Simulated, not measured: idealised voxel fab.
Process module, titled voxel self aligned vias
Section shown: cut. Width: 200 nm. Cell size: 5 nm, square.
A cross-section in this document is a grid of square cells, and it is written down as bands, the top band listed before the ones below it; a band is made up of one or more rows of cells.
This entry defines a band. It first specifies the height of the band's top and the height of its bottom in nm, and then specifies the band's materials from left to right, stating each material with its width in nm. The word "all across" identifies a single material that fills the band from edge to edge, while the word "blank" identifies empty space.
Height is counted from the level 0, under which the received wafer is composed throughout of one material. The lowest of the bands is not closed at the bottom but continues downward, in the notation "0 -> down".
The expression "30 to 40" gives the width at the extremes of the band, the first number at its top row of cells and the second at its bottom row, with the width changing by equal amounts from each row to the next in between.
"identical to before" after a step means that no cell of the cross-section changed.
"Closed void list": empty spaces of 8 cells or more with no open way to the top, each given as width x height at distance, distance from the left edge, all in nm.
Formally, on a step line, whatever follows the settings is a remark that the simulator itself makes on the step.
The line of a step may include "overlay nm". On a step with a mask, this value is how far to the right of its planned place the mask lay. A negative value means the mask lay to the left.
## Intended process steps
step 1: RECEIVE | material Si
step 2: CONFORMAL_DEP | material SiO2 | thk nm 10
step 3: CONFORMAL_DEP | material SiCN | thk nm 5
step 4: DIRECTIONAL_DEP | material SiO2 | thk nm 30
step 5: PATTERN | tone open | mask id LINES | material resist | width nm 30 | pitch nm 70 | thk nm 15 | overlay nm 0
step 6: DIRECTIONAL_ETCH | etch materials SiO2 | depth nm 30
step 7: STRIP | etch materials resist
step 8: CONFORMAL_DEP | material TiN | thk nm 5
step 9: FILL_DEP | material Ru | thk nm 10
step 10: CMP | height nm 45
step 11: SELECTIVE_ETCH | etch materials W Ru TiN | depth nm 5
step 12: FILL_DEP | material SiN | thk nm 5
step 13: CMP | height nm 45
step 14: DIRECTIONAL_DEP | material SiO2 | thk nm 20
step 15: PATTERN | tone open | mask id VIAS | material resist | width nm 50 | pitch nm 70 | thk nm 15 | overlay nm -15
step 16: DIRECTIONAL_ETCH | etch materials SiO2 | depth nm 20
step 17: DIRECTIONAL_ETCH | etch materials SiN | depth nm 5
step 18: STRIP | etch materials resist
step 19: CONFORMAL_DEP | material TiN | thk nm 5
step 20: FILL_DEP | material W | thk nm 5
step 21: CMP | height nm 65
step 22: CONFORMAL_DEP | material SiCN | thk nm 5
The plan shows the overlay nm of step 15 as the first wafer had it; this setting differs between the wafers, which start out alike.
## Cross-section: the first of several wafers in its as-received state, i.e. following step 1
    0 -> down | Si all across
    Closed void list: none
## each wafer at the end: cells of each material gained (+) or lost (-) since it was received, then its closed voids
overlay nm -15; +32 Ru; +80 SiCN; +2 SiN; +328 SiO2; +64 TiN; +54 W; Closed void list: none
overlay nm -10; +32 Ru; +80 SiCN; +328 SiO2; +64 TiN; +56 W; Closed void list: none
overlay nm -5; +32 Ru; +80 SiCN; +328 SiO2; +64 TiN; +56 W; Closed void list: none
overlay nm 0; +32 Ru; +80 SiCN; +328 SiO2; +64 TiN; +56 W; Closed void list: none
overlay nm 5; +32 Ru; +80 SiCN; +328 SiO2; +64 TiN; +56 W; Closed void list: none
overlay nm 10; +32 Ru; +80 SiCN; +328 SiO2; +64 TiN; +56 W; Closed void list: none
overlay nm 15; +32 Ru; +80 SiCN; +2 SiN; +328 SiO2; +64 TiN; +54 W; Closed void list: none
